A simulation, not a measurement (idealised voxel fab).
voxel trench capacitor: a process module
Shown is cross-section cut, with a width of 260 nm and square cells of size 5 nm.
Cross-section = grid of square cells, listed top down in bands; band = one or more rows. It is stipulated that each band's entry specify, in nanometres, the height of the top of the band and then that of its bottom, followed by the materials of the band in left-to-right sequence, each together with its width in nanometres. A single material marked by the word "full width" is understood to fill the band from edge to edge; the word "air" is understood to denote empty space. Note: height 0 marks the level under which the wafer is uniformly one material as received. Lowest band unbounded below, written "top 0, no bottom". When a width is written as two numbers, as in "30 to 40", the first number is the width in the top row of cells of the band and the second is the width in its bottom row, and the width changes by the same amount from each row to the next. A step reported as "remained the same" is a step in which no cell of the cross-section changed. Look at "Cavities, closed" for the closed voids: empty spaces with no open path to the top, sized 8 cells or up. Each is width x height at distance, distance from the left edge, all nm. Post-settings text on a step line: simulator's own remark regarding the step. "overlay nm", when on a step's line for a step with a mask, measures how far to the right of its planned place the mask lay; a negative measure means to the left.
**The process steps that were planned are listed below**
1. RECEIVE, material Si
2. CONFORMAL_DEP, material SiN, thk nm 5
3. MASKED_ETCH, tone open, mask id TRENCH, width nm 25, pitch nm 50, etch materials SiN, depth nm 5, overlay nm 0
4. MASKED_ETCH, tone open, mask id TRENCH, width nm 25, pitch nm 50, etch materials Si, depth nm 30, overlay nm 0
5. CONFORMAL_DEP, material SiO2, thk nm 5
6. FILL_DEP, material polySi, thk nm 10
7. CMP, height nm 5
**First of two wafers - as planned**
**Wafer at receipt (post step 1), cross-section**
* top 0, no bottom = Si full width
* Cavities, closed: none
**Wafer xsec, post step 2**
* top 5, bottom 0 = SiN full width
* below 0: unchanged
**Wafer xsec, post step 3**
* top 5, bottom 0 = SiN 90 nm | air 25 nm | SiN 25 nm | air 25 nm | SiN 95 nm
* below 0: unchanged
**Wafer xsec, post step 4**
* top 5, bottom 0 = SiN 90 nm | air 25 nm | SiN 25 nm | air 25 nm | SiN 95 nm
* top 0, bottom -30 = Si 90 nm | air 25 nm | Si 25 nm | air 25 nm | Si 95 nm
* below -30: unchanged
**Wafer xsec, post step 5**
* top 10, bottom 5 = SiO2 95 nm | air 15 nm | SiO2 35 nm | air 15 nm | SiO2 100 nm
* top 5, bottom 0 = SiN 90 nm | SiO2 5 nm | air 15 nm | SiO2 5 nm | SiN 25 nm | SiO2 5 nm | air 15 nm | SiO2 5 nm | SiN 95 nm
* top 0, bottom -25 = Si 90 nm | SiO2 5 nm | air 15 nm | SiO2 5 nm | Si 25 nm | SiO2 5 nm | air 15 nm | SiO2 5 nm | Si 95 nm
* top -25, bottom -30 = Si 90 nm | SiO2 25 nm | Si 25 nm | SiO2 25 nm | Si 95 nm
* below -30: unchanged
**Wafer xsec, post step 6**
* top 20, bottom 10 = polySi full width
* top 10, bottom 5 = SiO2 95 nm | polySi 15 nm | SiO2 35 nm | polySi 15 nm | SiO2 100 nm
* top 5, bottom 0 = SiN 90 nm | SiO2 5 nm | polySi 15 nm | SiO2 5 nm | SiN 25 nm | SiO2 5 nm | polySi 15 nm | SiO2 5 nm | SiN 95 nm
* top 0, bottom -25 = Si 90 nm | SiO2 5 nm | polySi 15 nm | SiO2 5 nm | Si 25 nm | SiO2 5 nm | polySi 15 nm | SiO2 5 nm | Si 95 nm
* below -25: unchanged
**Wafer xsec, post step 7**
* top 5, bottom 0 = SiN 90 nm | SiO2 5 nm | polySi 15 nm | SiO2 5 nm | SiN 25 nm | SiO2 5 nm | polySi 15 nm | SiO2 5 nm | SiN 95 nm
* below 0: unchanged
**What follows concerns the second wafer, which started out like the first and was meant to follow the very same plan; one mistake crept in when it was run, but everything up to and including step 1 is the same as for the first wafer**
**The second wafer in cross-section, at the planned close of step 2**
* top 5, bottom 0 = polySi full width
* below 0: unchanged
The second wafer in cross-section, at the planned close of step 3: remained the same
**The second wafer in cross-section, at the planned close of step 4**
* top 5, bottom 0 = polySi 90 nm | air 25 nm | polySi 25 nm | air 25 nm | polySi 95 nm
* top 0, bottom -25 = Si 90 nm | air 25 nm | Si 25 nm | air 25 nm | Si 95 nm
* below -25: unchanged
**The second wafer in cross-section, at the planned close of step 5**
* top 10, bottom 5 = SiO2 95 nm | air 15 nm | SiO2 35 nm | air 15 nm | SiO2 100 nm
* top 5, bottom 0 = polySi 90 nm | SiO2 5 nm | air 15 nm | SiO2 5 nm | polySi 25 nm | SiO2 5 nm | air 15 nm | SiO2 5 nm | polySi 95 nm
* top 0, bottom -20 = Si 90 nm | SiO2 5 nm | air 15 nm | SiO2 5 nm | Si 25 nm | SiO2 5 nm | air 15 nm | SiO2 5 nm | Si 95 nm
* top -20, bottom -25 = Si 90 nm | SiO2 25 nm | Si 25 nm | SiO2 25 nm | Si 95 nm
* below -25: unchanged
**The second wafer in cross-section, at the planned close of step 6**
* top 20, bottom 10 = polySi full width
* top 10, bottom 5 = SiO2 95 nm | polySi 15 nm | SiO2 35 nm | polySi 15 nm | SiO2 100 nm
* top 5, bottom 0 = polySi 90 nm | SiO2 5 nm | polySi 15 nm | SiO2 5 nm | polySi 25 nm | SiO2 5 nm | polySi 15 nm | SiO2 5 nm | polySi 95 nm
* top 0, bottom -20 = Si 90 nm | SiO2 5 nm | polySi 15 nm | SiO2 5 nm | Si 25 nm | SiO2 5 nm | polySi 15 nm | SiO2 5 nm | Si 95 nm
* below -20: unchanged
**The second wafer in cross-section, at the planned close of step 7**
* top 5, bottom 0 = polySi 90 nm | SiO2 5 nm | polySi 15 nm | SiO2 5 nm | polySi 25 nm | SiO2 5 nm | polySi 15 nm | SiO2 5 nm | polySi 95 nm
* below 0: unchanged
Error vs. plan: step 2 was not run as planned; what actually ran was CONFORMAL_DEP, material polySi, thk nm 5
Heads up, by the end the second wafer has more or fewer cells of some materials compared to the first: 10 more of Si, 42 fewer of SiN, 4 fewer of SiO2, 36 more of polySi
